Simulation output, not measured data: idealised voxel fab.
Process module in this document: voxel wiring stack
260 nm wide, 5 nm square cells: that's cross-section cut.
Each cross-section below is a grid of square cells, stated as bands in top-down order, with one or more rows of cells making up each band. For a band, the entry starts with two heights in nm, that of the top and then that of the bottom, and carries on with the band's materials in order from left to right, each alongside its width in nm; the word "everywhere" beside a single material means it fills the band edge to edge, and "empty" means empty space. Beneath 0, the wafer as received is one material, and that level is where height counting begins. The lowest band goes on downward without a bottom; it is written like "from 0 down". Width: "30 to 40" (first number = top row, second number = bottom row, same change from row to row of cells). "stayed the same" means the step left every cell of the cross-section as it was. "Closed cavity list": sealed empty spaces, 8 cells or more, no open way to top, listed width x height at distance, with distance from the left edge and width, height and distance in nm. Anything after a step's settings on that line? It's the simulator's own note about the step. On any step carrying a mask, the "overlay nm" setting, if present on the step's line, tells how far right of its planned place the mask lay; negative values point to the left.

### Steps planned for the process
1: RECEIVE, material Si
2: CONFORMAL_DEP, material SiO2, thk nm 10
3: CONFORMAL_DEP, material SiCN, thk nm 5
4: DIRECTIONAL_DEP, material SiO2, thk nm 20
5: PATTERN, tone open, mask id METAL_1, material resist, width nm 25, pitch nm 40, thk nm 15, overlay nm 0
6: DIRECTIONAL_ETCH, etch materials SiO2, depth nm 20
7: DIRECTIONAL_ETCH, etch materials SiCN, depth nm 5
8: STRIP, etch materials resist
9: CONFORMAL_DEP, material TiN, thk nm 5
10: FILL_DEP, material W, thk nm 10
11: CMP, height nm 35
12: CONFORMAL_DEP, material SiCN, thk nm 5
13: DIRECTIONAL_DEP, material SiO2, thk nm 25
14: PATTERN, tone open, mask id METAL_2, material resist, width nm 25, pitch nm 40, thk nm 20, overlay nm 0
15: DIRECTIONAL_ETCH, etch materials SiO2, depth nm 15
16: STRIP, etch materials resist
17: PATTERN, tone open, mask id METAL_2_HOLES, material resist, width nm 15, pitch nm 80, thk nm 20, overlay nm 0
18: DIRECTIONAL_ETCH, etch materials SiO2, depth nm 10
19: DIRECTIONAL_ETCH, etch materials SiCN, depth nm 5
20: STRIP, etch materials resist
21: CONFORMAL_DEP, material TiN, thk nm 5
22: FILL_DEP, material Cu, thk nm 10
23: CMP, height nm 65
24: CONFORMAL_DEP, material SiN, thk nm 5

### Incoming wafer, cross-sectional view, post step 1
from 0 down = Si everywhere
Closed cavity list: none

### Cross-section: first of two wafers, module finished, run according to plan
from 70 to 65 = SiN everywhere
from 65 to 55 = 55 SiO2; 5 TiN; 15 Cu; 5 TiN; 15 SiO2; 5 TiN; 15 Cu; 5 TiN; 15 SiO2; 5 TiN; 15 Cu; 5 TiN; 15 SiO2; 5 TiN; 15 Cu; 5 TiN; 60 SiO2
from 55 to 50 = 55 SiO2; 5 TiN; 5 Cu; 15 TiN; 15 SiO2; 25 TiN; 15 SiO2; 5 TiN; 5 Cu; 15 TiN; 15 SiO2; 25 TiN; 60 SiO2
from 50 to 40 = 55 SiO2; 5 TiN; 5 Cu; 5 TiN; 65 SiO2; 5 TiN; 5 Cu; 5 TiN; 110 SiO2
from 40 to 35 = 55 SiCN; 15 TiN; 65 SiCN; 15 TiN; 110 SiCN
from 35 to 15 = 55 SiO2; 5 TiN; 15 W; 5 TiN; 15 SiO2; 5 TiN; 15 W; 5 TiN; 15 SiO2; 5 TiN; 15 W; 5 TiN; 15 SiO2; 5 TiN; 15 W; 5 TiN; 60 SiO2
from 15 to 10 = 55 SiCN; 25 TiN; 15 SiCN; 25 TiN; 15 SiCN; 25 TiN; 15 SiCN; 25 TiN; 60 SiCN
from 10 to 0 = SiO2 everywhere
from 0 down = Si everywhere
Closed cavity list: none

### Second wafer cross-section at end of module - shared start and plan with the first, one mistake in the run
from 70 to 65 = SiN everywhere
from 65 to 60 = Cu everywhere
from 60 to 55 = 60 TiN; 15 Cu; 25 TiN; 15 Cu; 25 TiN; 15 Cu; 25 TiN; 15 Cu; 65 TiN
from 55 to 45 = 55 SiO2; 5 TiN; 15 Cu; 5 TiN; 15 SiO2; 5 TiN; 15 Cu; 5 TiN; 15 SiO2; 5 TiN; 15 Cu; 5 TiN; 15 SiO2; 5 TiN; 15 Cu; 5 TiN; 60 SiO2
from 45 to 40 = 55 SiO2; 5 TiN; 5 Cu; 15 TiN; 15 SiO2; 25 TiN; 15 SiO2; 5 TiN; 5 Cu; 15 TiN; 15 SiO2; 25 TiN; 60 SiO2
from 40 to 30 = 55 SiO2; 5 TiN; 5 Cu; 5 TiN; 65 SiO2; 5 TiN; 5 Cu; 5 TiN; 110 SiO2
from 30 to 25 = 55 SiCN; 15 TiN; 65 SiCN; 15 TiN; 110 SiCN
from 25 to 15 = 55 SiO2; 5 TiN; 15 W; 5 TiN; 15 SiO2; 5 TiN; 15 W; 5 TiN; 15 SiO2; 5 TiN; 15 W; 5 TiN; 15 SiO2; 5 TiN; 15 W; 5 TiN; 60 SiO2
from 15 to 10 = 55 SiCN; 25 TiN; 15 SiCN; 25 TiN; 15 SiCN; 25 TiN; 15 SiCN; 25 TiN; 60 SiCN
from 10 to 0 = SiO2 everywhere
from 0 down = Si everywhere
Closed cavity list: none
Deviation from plan: step 11 went in with a setting other than planned; the actual run was CMP, height nm 25
Final cells, second wafer relative to first, materials higher or lower: 64 more of Cu; 64 fewer of SiO2; 24 more of TiN; 24 fewer of W
